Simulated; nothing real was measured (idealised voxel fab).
process module | voxel quadruple lines
cross-section cut | 290 nm wide | cells 5 nm
A cross-section is a grid of square cells, given in bands from the top down. A band is one or more rows of cells.
Each band's line starts with the height of the band's top and of its bottom, in nm. Then come its materials from left to right, each with its width in nm. One material with "throughout" fills the band from edge to edge. "air" is empty space.
Height 0 is the level under which the wafer as received is all one material. The lowest band goes on downwards, as in "0 down".
A width such as "30 to 40" changes by the same amount from each row of cells to the next, from the band's top row to its bottom row.
"no change" after a step means that no cell of the cross-section changed.
closed voids: empty space of 8 cells or more with no open way to the top, each as width x height at its distance from the left edge, in nm
after a step's settings: what the simulator itself notes on the step
overlay nm, on a step with a mask: how far to the right of its planned place the mask lay; to the left if negative
plan
1 op RECEIVE | material Si
2 op CONFORMAL_DEP | material SiO2 | thk nm 10
3 op DIRECTIONAL_DEP | material TiN | thk nm 15
4 op DIRECTIONAL_DEP | material polySi | thk nm 20
5 op DIRECTIONAL_DEP | material aC | thk nm 20
6 op PATTERN | tone cover | mask id MANDREL | material resist | width nm 35 | thk nm 25 | overlay nm 0
7 op DIRECTIONAL_ETCH | etch materials aC | depth nm 20
8 op STRIP | etch materials resist
9 op CONFORMAL_DEP | material SiO2 | thk nm 15
10 op DIRECTIONAL_ETCH | etch materials SiO2 | depth nm 15
11 op STRIP | etch materials aC
12 op DIRECTIONAL_ETCH | etch materials polySi | depth nm 20
13 op STRIP | etch materials SiO2
14 op CONFORMAL_DEP | material SiN | thk nm 10
15 op DIRECTIONAL_ETCH | etch materials SiN | depth nm 10
16 op STRIP | etch materials polySi
17 op DIRECTIONAL_ETCH | etch materials TiN | depth nm 15
18 op STRIP | etch materials SiN
19 op FILL_DEP | material lowk | thk nm 10
20 op CMP | height nm 25
as received, after step 1
  0 down: Si throughout
  closed voids: none
a wafer at the end: this start, this plan, one mistake
  25 to 10: polySi throughout
  10 to 0: SiO2 throughout
  0 down: Si throughout
  closed voids: none
what went wrong: steps 3 and 4 were swapped
